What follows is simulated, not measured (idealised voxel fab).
process module | voxel self aligned vias
cross-section cut | 150 nm wide | cells 5 nm
A cross-section is a grid of square cells, given in bands from the top down. A band is one or more rows of cells.
Each band's line starts with the height of the band's top and of its bottom, in nm. Then come its materials from left to right, each with its width in nm. One material with "throughout" fills the band from edge to edge. "air" is empty space.
Height 0 is the level under which the wafer as received is all one material. The lowest band goes on downwards, as in "0 down".
A width such as "30 to 40" changes by the same amount from each row of cells to the next, from the band's top row to its bottom row.
"no change" after a step means that no cell of the cross-section changed.
closed voids: empty space of 8 cells or more with no open way to the top, each as width x height at its distance from the left edge, in nm
after a step's settings: what the simulator itself notes on the step
overlay nm, on a step with a mask: how far to the right of its planned place the mask lay; to the left if negative
Each pair below shows a cross-section before one step and the cross-section after it, down to the lowest band that changed. The line under each pair gives the step between them, with its settings. The pairs can come from different runs of this module on the same starting wafer, so a pair continues from the pair above only where its "before" says so.
before
  65 to 50: SiO2 20 | air 45 | SiO2 85
  50 to 45: SiN 20 | air 10 | SiO2 25 | air 10 | SiN 30 | SiO2 25 | SiN 30
  45 to 25: W 25 | TiN 5 | SiO2 25 | TiN 5 | W 30 | TiN 5 | SiO2 25 | TiN 5 | W 25
  25 to 20: TiN 30 | SiO2 25 | TiN 40 | SiO2 25 | TiN 30
  20 to 15: SiCN throughout
  15 to 0: SiO2 throughout
  0 down: Si throughout
  closed voids: none
after
  70 to 65: TiN 25 | air 35 | TiN 90
  65 to 55: SiO2 20 | TiN 5 | air 35 | TiN 5 | SiO2 85
  55 to 50: SiO2 20 | TiN 45 | SiO2 85
  50 to 45: SiN 20 | TiN 10 | SiO2 25 | TiN 10 | SiN 30 | SiO2 25 | SiN 30
  below 45: unchanged
  closed voids: none
the step between: op CONFORMAL_DEP | material TiN | thk nm 5
before: the cross-section after the pair above
after
  75 to 70: Cu throughout
  70 to 65: TiN 25 | Cu 35 | TiN 90
  65 to 55: SiO2 20 | TiN 5 | Cu 35 | TiN 5 | SiO2 85
  below 55: unchanged
  closed voids: none
the step between: op FILL_DEP | material Cu | thk nm 5
before: the cross-section after the pair above
after
  65 to 55: SiO2 20 | TiN 5 | Cu 35 | TiN 5 | SiO2 85
  below 55: unchanged
  closed voids: none
the step between: op CMP | height nm 65
before: the cross-section after the pair above
after
  70 to 65: SiN throughout
  below 65: unchanged
  closed voids: none
the step between: op CONFORMAL_DEP | material SiN | thk nm 5
